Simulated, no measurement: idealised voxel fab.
This section sets out a process module, namely voxel capacitor over wiring.
Section cut is 225 nm wide and gridded with 5 nm square cells.
Think of the cross-section as a grid of square cells. We describe it in bands, top to bottom, and each band covers one or more rows of those cells.
Basically the band line says how high the top is and how high the bottom is, in nm, and then what's in it from left to right, every material with its width in nm. Empty space shows up as "empty", and if a single material carries "everywhere" it runs the full band edge to edge.
The reference from which all heights are counted is 0, the level beneath which the as-received wafer is entirely one material; the lowest band, having no lower bound, proceeds downward and is written after the example "0 -> down".
A two-number width, for instance "30 to 40", indicates that the width is equal to the first number in the top row of the band and to the second number in the bottom row, and that it changes by a constant amount per row of cells.
"remained the same" -> step changed no cross-section cell.
You'll see "Closed void table" listing empty spaces that have no way open to the top, as long as they're 8 cells or more; the notation is width x height at distance, where the distance is from the left edge, and all of it is in nm.
It should be noted that, on the line of a given step, the content following the step's settings is a remark produced by the simulator itself with respect to that step.
overlay nm: step with mask; distance mask lay right of planned place; negative value = left of planned place.
Planned step list for the process
step 1: RECEIVE: material Si
step 2: CONFORMAL_DEP: material SiO2, thk nm 15
step 3: CONFORMAL_DEP: material SiN, thk nm 5
step 4: DIRECTIONAL_DEP: material SiO2, thk nm 25
step 5: DIRECTIONAL_DEP: material aC, thk nm 10
step 6: PATTERN: tone open, mask id METAL_1, material resist, width nm 25, pitch nm 85, thk nm 30, overlay nm 0
step 7: DIRECTIONAL_ETCH: etch materials aC, depth nm 10
step 8: STRIP: etch materials resist
step 9: DIRECTIONAL_ETCH: etch materials SiO2, depth nm 25
step 10: DIRECTIONAL_ETCH: etch materials SiN, depth nm 5
step 11: STRIP: etch materials aC
step 12: CONFORMAL_DEP: material TiN, thk nm 5
step 13: FILL_DEP: material Ru, thk nm 5
step 14: CMP: height nm 45
step 15: EPI: material Ru, thk nm 5
step 16: FILL_DEP: material SiCN, thk nm 5
step 17: DIRECTIONAL_DEP: material SiO2, thk nm 15
step 18: MASKED_ETCH: tone open, mask id PLUG_1, width nm 15, etch materials SiO2, depth nm 15, overlay nm 0
step 19: MASKED_ETCH: tone open, mask id PLUG_1, width nm 15, etch materials SiCN, depth nm 5, overlay nm 0
step 20: CONFORMAL_DEP: material TiN, thk nm 5
step 21: FILL_DEP: material W, thk nm 10
step 22: CMP: height nm 70
step 23: DIRECTIONAL_DEP: material TiN, thk nm 10
step 24: DIRECTIONAL_DEP: material Al2O3, thk nm 5
step 25: DIRECTIONAL_DEP: material TiN, thk nm 10
step 26: PATTERN: tone cover, mask id UPPER_PLATE, material resist, width nm 65, thk nm 15, overlay nm 0
step 27: DIRECTIONAL_ETCH: etch materials TiN, depth nm 10
step 28: DIRECTIONAL_ETCH: etch materials Al2O3, depth nm 5
step 29: STRIP: etch materials resist
step 30: DIRECTIONAL_DEP: material aC, thk nm 15
step 31: PATTERN: tone cover, mask id LOWER_PLATE, material resist, width nm 75, thk nm 30, overlay nm 0
step 32: DIRECTIONAL_ETCH: etch materials aC, depth nm 15
step 33: STRIP: etch materials resist
step 34: DIRECTIONAL_ETCH: etch materials TiN, depth nm 10
step 35: STRIP: etch materials aC
step 36: FILL_DEP: material SiO2, thk nm 15
step 37: CMP: height nm 105
step 38: PATTERN: tone open, mask id PLUG_2, material resist, width nm 15, thk nm 20, overlay nm 0
step 39: DIRECTIONAL_ETCH: etch materials SiO2, depth nm 10
step 40: STRIP: etch materials resist
step 41: CONFORMAL_DEP: material TiN, thk nm 5
step 42: FILL_DEP: material Cu, thk nm 10
step 43: CMP: height nm 105
step 44: CONFORMAL_DEP: material SiCN, thk nm 5
First wafer, two in total, run as planned
Cross-section of the incoming wafer, state after step 1
  0 -> down | Si everywhere
  Closed void table: none
Step 2 done - wafer cross-section
  15 -> 0 | SiO2 everywhere
  Heights below 0 show no change.
Step 3 done - wafer cross-section
  20 -> 15 | SiN everywhere
  Heights below 15 show no change.
Step 4 done - wafer cross-section
  45 -> 20 | SiO2 everywhere
  Heights below 20 show no change.
Step 5 done - wafer cross-section
  55 -> 45 | aC everywhere
  Heights below 45 show no change.
Step 6 done - wafer cross-section
  85 -> 55 | resist=55, empty=25, resist=60, empty=25, resist=60
  Heights below 55 show no change.
Step 7 done - wafer cross-section
  75 -> 55 | resist=55, empty=25, resist=60, empty=25, resist=60
  55 -> 45 | aC=55, empty=25, aC=60, empty=25, aC=60
  Heights below 45 show no change.
Step 8 done - wafer cross-section
  55 -> 45 | aC=55, empty=25, aC=60, empty=25, aC=60
  Heights below 45 show no change.
Step 9 done - wafer cross-section
  55 -> 45 | aC=55, empty=25, aC=60, empty=25, aC=60
  45 -> 20 | SiO2=55, empty=25, SiO2=60, empty=25, SiO2=60
  Heights below 20 show no change.
Step 10 done - wafer cross-section
  55 -> 45 | aC=55, empty=25, aC=60, empty=25, aC=60
  45 -> 20 | SiO2=55, empty=25, SiO2=60, empty=25, SiO2=60
  20 -> 15 | SiN=55, empty=25, SiN=60, empty=25, SiN=60
  Heights below 15 show no change.
Step 11 done - wafer cross-section
  45 -> 20 | SiO2=55, empty=25, SiO2=60, empty=25, SiO2=60
  Heights below 20 show no change.
Step 12 done - wafer cross-section
  50 -> 45 | TiN=60, empty=15, TiN=70, empty=15, TiN=65
  45 -> 20 | SiO2=55, TiN=5, empty=15, TiN=5, SiO2=60, TiN=5, empty=15, TiN=5, SiO2=60
  20 -> 15 | SiN=55, TiN=25, SiN=60, TiN=25, SiN=60
  Heights below 15 show no change.
Step 13 done - wafer cross-section
  55 -> 50 | Ru everywhere
  50 -> 45 | TiN=60, Ru=15, TiN=70, Ru=15, TiN=65
  45 -> 20 | SiO2=55, TiN=5, Ru=15, TiN=5, SiO2=60, TiN=5, Ru=15, TiN=5, SiO2=60
  Heights below 20 show no change.
Step 14 done - wafer cross-section
  45 -> 20 | SiO2=55, TiN=5, Ru=15, TiN=5, SiO2=60, TiN=5, Ru=15, TiN=5, SiO2=60
  Heights below 20 show no change.
Step 15 done - wafer cross-section
  50 -> 45 | empty=50, Ru=35, empty=50, Ru=35, empty=55
  Heights below 45 show no change.
Step 16 done - wafer cross-section
  55 -> 50 | SiCN everywhere
  50 -> 45 | SiCN=50, Ru=35, SiCN=50, Ru=35, SiCN=55
  Heights below 45 show no change.
Step 17 done - wafer cross-section
  70 -> 55 | SiO2 everywhere
  Heights below 55 show no change.
Step 18 done - wafer cross-section
  70 -> 55 | SiO2=65, empty=15, SiO2=145
  Heights below 55 show no change.
Step 19 done - wafer cross-section
  70 -> 55 | SiO2=65, empty=15, SiO2=145
  55 -> 50 | SiCN=65, empty=15, SiCN=145
  Heights below 50 show no change.
Step 20 done - wafer cross-section
  75 -> 70 | TiN=70, empty=5, TiN=150
  70 -> 55 | SiO2=65, TiN=5, empty=5, TiN=5, SiO2=145
  55 -> 50 | SiCN=65, TiN=15, SiCN=145
  Heights below 50 show no change.
Step 21 done - wafer cross-section
  85 -> 75 | W everywhere
  75 -> 70 | TiN=70, W=5, TiN=150
  70 -> 55 | SiO2=65, TiN=5, W=5, TiN=5, SiO2=145
  Heights below 55 show no change.
Step 22 done - wafer cross-section
  70 -> 55 | SiO2=65, TiN=5, W=5, TiN=5, SiO2=145
  Heights below 55 show no change.
Step 23 done - wafer cross-section
  80 -> 70 | TiN everywhere
  Heights below 70 show no change.
Step 24 done - wafer cross-section
  85 -> 80 | Al2O3 everywhere
  Heights below 80 show no change.
Step 25 done - wafer cross-section
  95 -> 85 | TiN everywhere
  Heights below 85 show no change.
Step 26 done - wafer cross-section
  110 -> 95 | empty=65, resist=65, empty=95
  Heights below 95 show no change.
Step 27 done - wafer cross-section
  110 -> 95 | empty=65, resist=65, empty=95
  95 -> 85 | empty=65, TiN=65, empty=95
  Heights below 85 show no change.
Step 28 done - wafer cross-section
  110 -> 95 | empty=65, resist=65, empty=95
  95 -> 85 | empty=65, TiN=65, empty=95
  85 -> 80 | empty=65, Al2O3=65, empty=95
  Heights below 80 show no change.
Step 29 done - wafer cross-section
  95 -> 85 | empty=65, TiN=65, empty=95
  Heights below 85 show no change.
Step 30 done - wafer cross-section
  110 -> 95 | empty=65, aC=65, empty=95
  95 -> 85 | aC=65, TiN=65, aC=95
  85 -> 80 | aC=65, Al2O3=65, aC=95
  Heights below 80 show no change.
Step 31 done - wafer cross-section
  140 -> 110 | empty=60, resist=75, empty=90
  110 -> 95 | empty=60, resist=5, aC=65, resist=5, empty=90
  Heights below 95 show no change.
Step 32 done - wafer cross-section
  125 -> 110 | empty=60, resist=75, empty=90
  110 -> 95 | empty=60, resist=5, aC=65, resist=5, empty=90
  95 -> 85 | empty=60, aC=5, TiN=65, aC=5, empty=90
  85 -> 80 | empty=60, aC=5, Al2O3=65, aC=5, empty=90
  Heights below 80 show no change.
Step 33 done - wafer cross-section
  110 -> 95 | empty=65, aC=65, empty=95
  Heights below 95 show no change.
Step 34 done - wafer cross-section
  110 -> 95 | empty=65, aC=65, empty=95
  95 -> 85 | empty=60, aC=5, TiN=65, aC=5, empty=90
  85 -> 80 | empty=60, aC=5, Al2O3=65, aC=5, empty=90
  80 -> 70 | empty=60, TiN=75, empty=90
  Heights below 70 show no change.
Step 35 done - wafer cross-section
  95 -> 85 | empty=65, TiN=65, empty=95
  85 -> 80 | empty=65, Al2O3=65, empty=95
  Heights below 80 show no change.
Step 36 done - wafer cross-section
  110 -> 95 | SiO2 everywhere
  95 -> 85 | SiO2=65, TiN=65, SiO2=95
  85 -> 80 | SiO2=65, Al2O3=65, SiO2=95
  80 -> 70 | SiO2=60, TiN=75, SiO2=90
  Heights below 70 show no change.
Step 37 done - wafer cross-section
  105 -> 95 | SiO2 everywhere
  Heights below 95 show no change.
Step 38 done - wafer cross-section
  125 -> 105 | resist=75, empty=15, resist=135
  Heights below 105 show no change.
Step 39 done - wafer cross-section
  125 -> 105 | resist=75, empty=15, resist=135
  105 -> 95 | SiO2=75, empty=15, SiO2=135
  Heights below 95 show no change.
Step 40 done - wafer cross-section
  105 -> 95 | SiO2=75, empty=15, SiO2=135
  Heights below 95 show no change.
Step 41 done - wafer cross-section
  110 -> 105 | TiN=80, empty=5, TiN=140
  105 -> 100 | SiO2=75, TiN=5, empty=5, TiN=5, SiO2=135
  100 -> 95 | SiO2=75, TiN=15, SiO2=135
  Heights below 95 show no change.
Step 42 done - wafer cross-section
  120 -> 110 | Cu everywhere
  110 -> 105 | TiN=80, Cu=5, TiN=140
  105 -> 100 | SiO2=75, TiN=5, Cu=5, TiN=5, SiO2=135
  Heights below 100 show no change.
Step 43 done - wafer cross-section
  105 -> 100 | SiO2=75, TiN=5, Cu=5, TiN=5, SiO2=135
  Heights below 100 show no change.
Step 44 done - wafer cross-section
  110 -> 105 | SiCN everywhere
  Heights below 105 show no change.
Second wafer, same starting state and plan as the first, one mistake in the run, identical through step 21
Cross-sectional representation of the second wafer at the time designated in the plan for the completion of step 22
  65 -> 55 | SiO2=65, TiN=5, W=5, TiN=5, SiO2=145
  Heights below 55 show no change.
Cross-sectional representation of the second wafer at the time designated in the plan for the completion of step 23
  75 -> 65 | TiN everywhere
  Heights below 65 show no change.
Cross-sectional representation of the second wafer at the time designated in the plan for the completion of step 24
  80 -> 75 | Al2O3 everywhere
  Heights below 75 show no change.
Cross-sectional representation of the second wafer at the time designated in the plan for the completion of step 25
  90 -> 80 | TiN everywhere
  Heights below 80 show no change.
Cross-sectional representation of the second wafer at the time designated in the plan for the completion of step 26
  105 -> 90 | empty=65, resist=65, empty=95
  Heights below 90 show no change.
Cross-sectional representation of the second wafer at the time designated in the plan for the completion of step 27
  105 -> 90 | empty=65, resist=65, empty=95
  90 -> 80 | empty=65, TiN=65, empty=95
  Heights below 80 show no change.
Cross-sectional representation of the second wafer at the time designated in the plan for the completion of step 28
  105 -> 90 | empty=65, resist=65, empty=95
  90 -> 80 | empty=65, TiN=65, empty=95
  80 -> 75 | empty=65, Al2O3=65, empty=95
  Heights below 75 show no change.
Cross-sectional representation of the second wafer at the time designated in the plan for the completion of step 29
  90 -> 80 | empty=65, TiN=65, empty=95
  Heights below 80 show no change.
Cross-sectional representation of the second wafer at the time designated in the plan for the completion of step 30
  105 -> 90 | empty=65, aC=65, empty=95
  90 -> 80 | aC=65, TiN=65, aC=95
  80 -> 75 | aC=65, Al2O3=65, aC=95
  Heights below 75 show no change.
Cross-sectional representation of the second wafer at the time designated in the plan for the completion of step 31
  135 -> 105 | empty=60, resist=75, empty=90
  105 -> 90 | empty=60, resist=5, aC=65, resist=5, empty=90
  Heights below 90 show no change.
Cross-sectional representation of the second wafer at the time designated in the plan for the completion of step 32
  120 -> 105 | empty=60, resist=75, empty=90
  105 -> 90 | empty=60, resist=5, aC=65, resist=5, empty=90
  90 -> 80 | empty=60, aC=5, TiN=65, aC=5, empty=90
  80 -> 75 | empty=60, aC=5, Al2O3=65, aC=5, empty=90
  Heights below 75 show no change.
Cross-sectional representation of the second wafer at the time designated in the plan for the completion of step 33
  105 -> 90 | empty=65, aC=65, empty=95
  Heights below 90 show no change.
Cross-sectional representation of the second wafer at the time designated in the plan for the completion of step 34
  105 -> 90 | empty=65, aC=65, empty=95
  90 -> 80 | empty=60, aC=5, TiN=65, aC=5, empty=90
  80 -> 75 | empty=60, aC=5, Al2O3=65, aC=5, empty=90
  75 -> 65 | empty=60, TiN=75, empty=90
  Heights below 65 show no change.
Cross-sectional representation of the second wafer at the time designated in the plan for the completion of step 35
  90 -> 80 | empty=65, TiN=65, empty=95
  80 -> 75 | empty=65, Al2O3=65, empty=95
  Heights below 75 show no change.
Cross-sectional representation of the second wafer at the time designated in the plan for the completion of step 36
  105 -> 90 | SiO2 everywhere
  90 -> 80 | SiO2=65, TiN=65, SiO2=95
  80 -> 75 | SiO2=65, Al2O3=65, SiO2=95
  75 -> 65 | SiO2=60, TiN=75, SiO2=90
  Heights below 65 show no change.
Cross-sectional representation of the second wafer at the time designated in the plan for the completion of step 37: remained the same
Cross-sectional representation of the second wafer at the time designated in the plan for the completion of step 38
  125 -> 105 | resist=75, empty=15, resist=135
  Heights below 105 show no change.
Cross-sectional representation of the second wafer at the time designated in the plan for the completion of step 39
  125 -> 105 | resist=75, empty=15, resist=135
  105 -> 95 | SiO2=75, empty=15, SiO2=135
  Heights below 95 show no change.
Cross-sectional representation of the second wafer at the time designated in the plan for the completion of step 40
  105 -> 95 | SiO2=75, empty=15, SiO2=135
  Heights below 95 show no change.
Cross-sectional representation of the second wafer at the time designated in the plan for the completion of step 41
  110 -> 105 | TiN=80, empty=5, TiN=140
  105 -> 100 | SiO2=75, TiN=5, empty=5, TiN=5, SiO2=135
  100 -> 95 | SiO2=75, TiN=15, SiO2=135
  Heights below 95 show no change.
Cross-sectional representation of the second wafer at the time designated in the plan for the completion of step 42
  120 -> 110 | Cu everywhere
  110 -> 105 | TiN=80, Cu=5, TiN=140
  105 -> 100 | SiO2=75, TiN=5, Cu=5, TiN=5, SiO2=135
  Heights below 100 show no change.
Cross-sectional representation of the second wafer at the time designated in the plan for the completion of step 43
  105 -> 100 | SiO2=75, TiN=5, Cu=5, TiN=5, SiO2=135
  Heights below 100 show no change.
Cross-sectional representation of the second wafer at the time designated in the plan for the completion of step 44
  110 -> 105 | SiCN everywhere
  Heights below 105 show no change.
What went wrong in running the wafer? for step 22, the planned setting was not used; the step was instead run as CMP: height nm 65
Final wafer comparison in cells, second versus first, more or fewer per material: SiO2: 3 more | TiN: 2 fewer | W: 1 fewer
